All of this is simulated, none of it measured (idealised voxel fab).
Title: Process Module voxel fin reveal
cross-section cut | 155 nm wide | cells 5 nm
Cross-section layout: square cells on a grid; listed as bands, top to bottom; a band spans one or more cell rows. What a band's entry tells you: where the top is and where the bottom is, as heights in nm, and after that what lies inside, material by material from left to right, each with its width in nm. Empty space is written as the word "empty", and a single material marked with the word "all across" occupies the band from edge to edge. The level at which height equals 0 is the one under which the wafer, as it arrives, is entirely one material. No lower edge exists for the bottom band, which continues downward and is notated as in "from 0 down". A width given as "30 to 40" starts at the first number in the band's top row and ends at the second number in its bottom row, shifting by an equal amount at every step from row to row. No cell of the cross-section changed in a step that is given as "no change". For the entry "Sealed cavities", the listed items are empty spaces with no open way to the top whose size is 8 cells or more; each item follows the pattern width x height at distance, where distance is from the left edge and all three are in nm. That trailing text on a step's line, after the settings, is the simulator's own remark on the step. A step's line can hold "overlay nm"; with a mask on that step, the setting says how far right of the planned place the mask lay, while a negative setting says it lay to the left.
STEPS PLANNED FOR THE PROCESS
step 1: RECEIVE: material Si
step 2: CONFORMAL_DEP: material SiN, thk nm 10
step 3: DIRECTIONAL_DEP: material aC, thk nm 15
step 4: PATTERN: tone cover, mask id FINS, material resist, width nm 15, pitch nm 40, thk nm 30, overlay nm 0
step 5: DIRECTIONAL_ETCH: etch materials aC, depth nm 15
step 6: STRIP: etch materials resist
step 7: DIRECTIONAL_ETCH: etch materials SiN, depth nm 10
step 8: DIRECTIONAL_ETCH: etch materials Si, depth nm 30
step 9: STRIP: etch materials aC
step 10: FILL_DEP: material SiO2, thk nm 15
step 11: CMP: height nm 10
step 12: SELECTIVE_ETCH: etch materials SiO2, depth nm 30
step 13: STRIP: etch materials SiN
step 14: CONFORMAL_DEP: material HfO2, thk nm 5
FIRST WAFER, AS PLANNED
AS-RECEIVED STATE OF THE WAFER IN CROSS-SECTION, EQUIVALENT TO POST-STEP 1
	from 0 down | Si all across
	Sealed cavities: none
WAFER XSEC, POST STEP 2
	from 10 to 0 | SiN all across
	All layers under 0 are left as they were.
WAFER XSEC, POST STEP 3
	from 25 to 10 | aC all across
	All layers under 10 are left as they were.
WAFER XSEC, POST STEP 4
	from 55 to 25 | 50 of empty; 15 of resist; 25 of empty; 15 of resist; 50 of empty
	All layers under 25 are left as they were.
WAFER XSEC, POST STEP 5
	from 40 to 25 | 50 of empty; 15 of resist; 25 of empty; 15 of resist; 50 of empty
	from 25 to 10 | 50 of empty; 15 of aC; 25 of empty; 15 of aC; 50 of empty
	All layers under 10 are left as they were.
WAFER XSEC, POST STEP 6
	from 25 to 10 | 50 of empty; 15 of aC; 25 of empty; 15 of aC; 50 of empty
	All layers under 10 are left as they were.
WAFER XSEC, POST STEP 7
	from 25 to 10 | 50 of empty; 15 of aC; 25 of empty; 15 of aC; 50 of empty
	from 10 to 0 | 50 of empty; 15 of SiN; 25 of empty; 15 of SiN; 50 of empty
	All layers under 0 are left as they were.
WAFER XSEC, POST STEP 8
	from 25 to 10 | 50 of empty; 15 of aC; 25 of empty; 15 of aC; 50 of empty
	from 10 to 0 | 50 of empty; 15 of SiN; 25 of empty; 15 of SiN; 50 of empty
	from 0 to -30 | 50 of empty; 15 of Si; 25 of empty; 15 of Si; 50 of empty
	All layers under -30 are left as they were.
WAFER XSEC, POST STEP 9
	from 10 to 0 | 50 of empty; 15 of SiN; 25 of empty; 15 of SiN; 50 of empty
	All layers under 0 are left as they were.
WAFER XSEC, POST STEP 10
	from 25 to 10 | SiO2 all across
	from 10 to 0 | 50 of SiO2; 15 of SiN; 25 of SiO2; 15 of SiN; 50 of SiO2
	from 0 to -30 | 50 of SiO2; 15 of Si; 25 of SiO2; 15 of Si; 50 of SiO2
	All layers under -30 are left as they were.
WAFER XSEC, POST STEP 11
	from 10 to 0 | 50 of SiO2; 15 of SiN; 25 of SiO2; 15 of SiN; 50 of SiO2
	All layers under 0 are left as they were.
WAFER XSEC, POST STEP 12
	from 10 to 0 | 50 of empty; 15 of SiN; 25 of empty; 15 of SiN; 50 of empty
	from 0 to -20 | 50 of empty; 15 of Si; 25 of empty; 15 of Si; 50 of empty
	All layers under -20 are left as they were.
WAFER XSEC, POST STEP 13
	from 0 to -20 | 50 of empty; 15 of Si; 25 of empty; 15 of Si; 50 of empty
	All layers under -20 are left as they were.
WAFER XSEC, POST STEP 14
	from 5 to 0 | 45 of empty; 25 of HfO2; 15 of empty; 25 of HfO2; 45 of empty
	from 0 to -15 | 45 of empty; 5 of HfO2; 15 of Si; 5 of HfO2; 15 of empty; 5 of HfO2; 15 of Si; 5 of HfO2; 45 of empty
	from -15 to -20 | 50 of HfO2; 15 of Si; 25 of HfO2; 15 of Si; 50 of HfO2
	All layers under -20 are left as they were.
THE SECOND WAFER: COMMON ORIGIN AND PLAN, ONE MISTAKE IN EXECUTION, IDENTICAL TO THE FIRST THROUGH STEP 11
SECOND WAFER, CROSS-SECTION, PLANNED END OF STEP 12
	from 10 to 0 | 50 of SiO2; 15 of empty; 25 of SiO2; 15 of empty; 50 of SiO2
	All layers under 0 are left as they were.
SECOND WAFER, CROSS-SECTION, PLANNED END OF STEP 13
	from 0 to -20 | 50 of empty; 15 of Si; 25 of empty; 15 of Si; 50 of empty
	from -20 to -30 | 20 of SiO2; 30 of empty; 15 of Si; 25 of empty; 15 of Si; 30 of empty; 20 of SiO2
	All layers under -30 are left as they were.
SECOND WAFER, CROSS-SECTION, PLANNED END OF STEP 14
	from 5 to 0 | 45 of empty; 25 of HfO2; 15 of empty; 25 of HfO2; 45 of empty
	from 0 to -15 | 45 of empty; 5 of HfO2; 15 of Si; 5 of HfO2; 15 of empty; 5 of HfO2; 15 of Si; 5 of HfO2; 45 of empty
	from -15 to -20 | 25 of HfO2; 20 of empty; 5 of HfO2; 15 of Si; 5 of HfO2; 15 of empty; 5 of HfO2; 15 of Si; 5 of HfO2; 20 of empty; 25 of HfO2
	from -20 to -25 | 20 of SiO2; 5 of HfO2; 20 of empty; 5 of HfO2; 15 of Si; 5 of HfO2; 15 of empty; 5 of HfO2; 15 of Si; 5 of HfO2; 20 of empty; 5 of HfO2; 20 of SiO2
	from -25 to -30 | 20 of SiO2; 30 of HfO2; 15 of Si; 25 of HfO2; 15 of Si; 30 of HfO2; 20 of SiO2
	All layers under -30 are left as they were.
What broke from the plan during processing? step 12 ran in the slot meant for step 13, and vice versa
at the end the second wafer has, in cells: HfO2 +12, SiO2 -34
